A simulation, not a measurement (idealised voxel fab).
Documented hereafter: the process module known as voxel wiring stack.
Xsec cut, 190 nm wide, square cell size 5 nm.
Square cells in a grid make up a cross-section in this document, and the grid is given as bands, listed from the top down, each one or more rows of cells. This entry defines a band. It first specifies the height of the band's top and the height of its bottom in nm, and then specifies the band's materials from left to right, stating each material with its width in nm. The word "everywhere" identifies a single material that fills the band from edge to edge, while the word "air" identifies empty space. Below 0: as-received wafer, all one material; heights counted from there. Lowest band: no bottom, goes on down, written "from 0 down". A two-number width, for instance "30..40", indicates that the width is equal to the first number in the top row of the band and to the second number in the bottom row, and that it changes by a constant amount per row of cells. "nothing altered" (step): cross-section cells unchanged, all of them. Closed-off voids: empty space of 8 cells or more with no open way to the top, each as width x height at its distance from the left edge, in nm. Step line, after settings: the simulator's comment on this step. overlay nm: step with mask; distance mask lay right of planned place; negative value = left of planned place.

# Intended process steps
1) RECEIVE,material Si
2) CONFORMAL_DEP,material SiO2,thk nm 10
3) CONFORMAL_DEP,material SiCN,thk nm 5
4) DIRECTIONAL_DEP,material lowk,thk nm 20
5) MASKED_ETCH,tone open,mask id METAL_1,width nm 25,pitch nm 40,etch materials lowk,depth nm 20,overlay nm 0
6) MASKED_ETCH,tone open,mask id METAL_1,width nm 25,pitch nm 40,etch materials SiCN,depth nm 5,overlay nm 0
7) CONFORMAL_DEP,material TiN,thk nm 5
8) FILL_DEP,material W,thk nm 10
9) CMP,height nm 35
10) CONFORMAL_DEP,material SiCN,thk nm 5
11) DIRECTIONAL_DEP,material lowk,thk nm 10
12) PATTERN,tone open,mask id PLUG_1,material resist,width nm 15,pitch nm 40,thk nm 20,overlay nm 0
13) DIRECTIONAL_ETCH,etch materials lowk,depth nm 10
14) DIRECTIONAL_ETCH,etch materials SiCN,depth nm 5
15) STRIP,etch materials resist
16) EPI,material Ru,thk nm 10
17) EPI,material Ru,thk nm 5
18) CONFORMAL_DEP,material SiCN,thk nm 5
19) DIRECTIONAL_DEP,material lowk,thk nm 15
20) DIRECTIONAL_DEP,material aC,thk nm 10
21) PATTERN,tone open,mask id METAL_2,material resist,width nm 25,pitch nm 40,thk nm 25,overlay nm 0
22) DIRECTIONAL_ETCH,etch materials aC,depth nm 10
23) STRIP,etch materials resist
24) DIRECTIONAL_ETCH,etch materials lowk,depth nm 15
25) DIRECTIONAL_ETCH,etch materials SiCN,depth nm 5
26) STRIP,etch materials aC
27) CONFORMAL_DEP,material TiN,thk nm 5
28) FILL_DEP,material Ru,thk nm 10
29) CMP,height nm 70
30) EPI,material Ru,thk nm 5
31) FILL_DEP,material SiCN,thk nm 5
32) DIRECTIONAL_DEP,material lowk,thk nm 30
33) MASKED_ETCH,tone open,mask id METAL_3,width nm 25,pitch nm 40,etch materials lowk,depth nm 20,overlay nm 0
34) DIRECTIONAL_DEP,material aC,thk nm 15
35) PATTERN,tone open,mask id METAL_3_HOLES,material resist,width nm 15,thk nm 35,overlay nm 0
36) DIRECTIONAL_ETCH,etch materials aC,depth nm 15
37) STRIP,etch materials resist
38) DIRECTIONAL_ETCH,etch materials lowk,depth nm 10
39) DIRECTIONAL_ETCH,etch materials SiCN,depth nm 5
40) STRIP,etch materials aC
41) CONFORMAL_DEP,material TiN,thk nm 5
42) FILL_DEP,material Ru,thk nm 5
43) CMP,height nm 110
44) CONFORMAL_DEP,material SiN,thk nm 5

# Cross-sectional view of the wafer in its as-received condition, corresponding to the state after step 1
> from 0 down | Si everywhere
> Closed-off voids: none

# Same starting wafer, same plan as above, one mistake in the execution; this is the cross-section at the end of the module
> from 115 to 110 | SiN everywhere
> from 110 to 95 | lowk 60 nm; TiN 5 nm; Ru 15 nm; TiN 5 nm; lowk 15 nm; TiN 5 nm; Ru 15 nm; TiN 5 nm; lowk 65 nm
> from 95 to 90 | lowk 60 nm; TiN 5 nm; Ru 5 nm; TiN 15 nm; lowk 15 nm; TiN 25 nm; lowk 65 nm
> from 90 to 80 | lowk 60 nm; TiN 5 nm; Ru 5 nm; TiN 5 nm; lowk 115 nm
> from 80 to 75 | SiCN 60 nm; TiN 15 nm; SiCN 115 nm
> from 75 to 70 | SiCN 55 nm; Ru 35 nm; SiCN 5 nm; Ru 35 nm; SiCN 60 nm
> from 70 to 55 | lowk 60 nm; TiN 5 nm; Ru 15 nm; TiN 5 nm; lowk 15 nm; TiN 5 nm; Ru 15 nm; TiN 5 nm; lowk 65 nm
> from 55 to 50 | SiCN 60 nm; TiN 25 nm; SiCN 15 nm; TiN 25 nm; SiCN 65 nm
> from 50 to 40 | lowk 60 nm; Ru 15 nm; lowk 25 nm; Ru 15 nm; lowk 75 nm
> from 40 to 35 | SiCN 60 nm; Ru 15 nm; SiCN 25 nm; Ru 15 nm; SiCN 75 nm
> from 35 to 20 | lowk 60 nm; TiN 5 nm; W 15 nm; TiN 5 nm; lowk 15 nm; TiN 5 nm; W 15 nm; TiN 5 nm; lowk 65 nm
> from 20 to 15 | lowk 60 nm; TiN 15 nm; W 5 nm; TiN 5 nm; lowk 15 nm; TiN 15 nm; W 5 nm; TiN 5 nm; lowk 65 nm
> from 15 to 10 | SiCN 70 nm; TiN 15 nm; SiCN 25 nm; TiN 15 nm; SiCN 65 nm
> from 10 to 0 | SiO2 everywhere
> from 0 down | Si everywhere
> Closed-off voids: none
The plan and the run diverged here: for step 6, the planned setting was not used; the step was instead run as MASKED_ETCH,tone open,mask id METAL_1,width nm 25,pitch nm 40,etch materials SiCN,depth nm 5,overlay nm 10
